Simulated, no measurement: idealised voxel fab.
process module | voxel local oxidation
cross-section cut | 255 nm wide | cells 5 nm
A cross-section is a grid of square cells, given in bands from the top down. A band is one or more rows of cells.
Each band's line starts with the height of the band's top and of its bottom, in nm. Then come its materials from left to right, each with its width in nm. One material with "throughout" fills the band from edge to edge. "air" is empty space.
Height 0 is the level under which the wafer as received is all one material. The lowest band goes on downwards, as in "0 down".
A width such as "30 to 40" changes by the same amount from each row of cells to the next, from the band's top row to its bottom row.
"no change" after a step means that no cell of the cross-section changed.
closed voids: empty space of 8 cells or more with no open way to the top, each as width x height at its distance from the left edge, in nm
after a step's settings: what the simulator itself notes on the step
overlay nm, on a step with a mask: how far to the right of its planned place the mask lay; to the left if negative
plan
1 op RECEIVE | material Si
2 op OXIDIZE | depth nm 5
3 op CONFORMAL_DEP | material SiN | thk nm 10
4 op PATTERN | tone cover | mask id ACTIVE | material resist | width nm 105 | thk nm 20 | overlay nm 0
5 op DIRECTIONAL_ETCH | etch materials SiN | depth nm 10
6 op STRIP | etch materials resist
7 op SELECTIVE_ETCH | etch materials SiO2 | depth nm 5
8 op OXIDIZE | depth nm 10
9 op STRIP | etch materials SiN
varied across the wafers: depth nm of step 2. The plan shows the first wafer's value. All wafers start alike
first wafer as received, after step 1
  0 down: Si throughout
  closed voids: none
first wafer at the end, after step 9
  0 to -5: air 80 | SiO2 95 | air 80
  -5 to -15: SiO2 90 | Si 75 | SiO2 90
  -15 down: Si throughout
  closed voids: none
last wafer at the end
  0 to -5: air 80 | SiO2 95 | air 80
  -5 to -20: SiO2 throughout
  -20 down: Si throughout
  closed voids: none
each wafer at the end: cells of each material gained (+) or lost (-) since it was received, then its closed voids
depth nm 5 | -123 Si | +91 SiO2 | closed voids: none
depth nm 10 | -102 Si | +70 SiO2 | closed voids: none
depth nm 15 | -153 Si | +121 SiO2 | closed voids: none
depth nm 20 | -204 Si | +172 SiO2 | closed voids: none
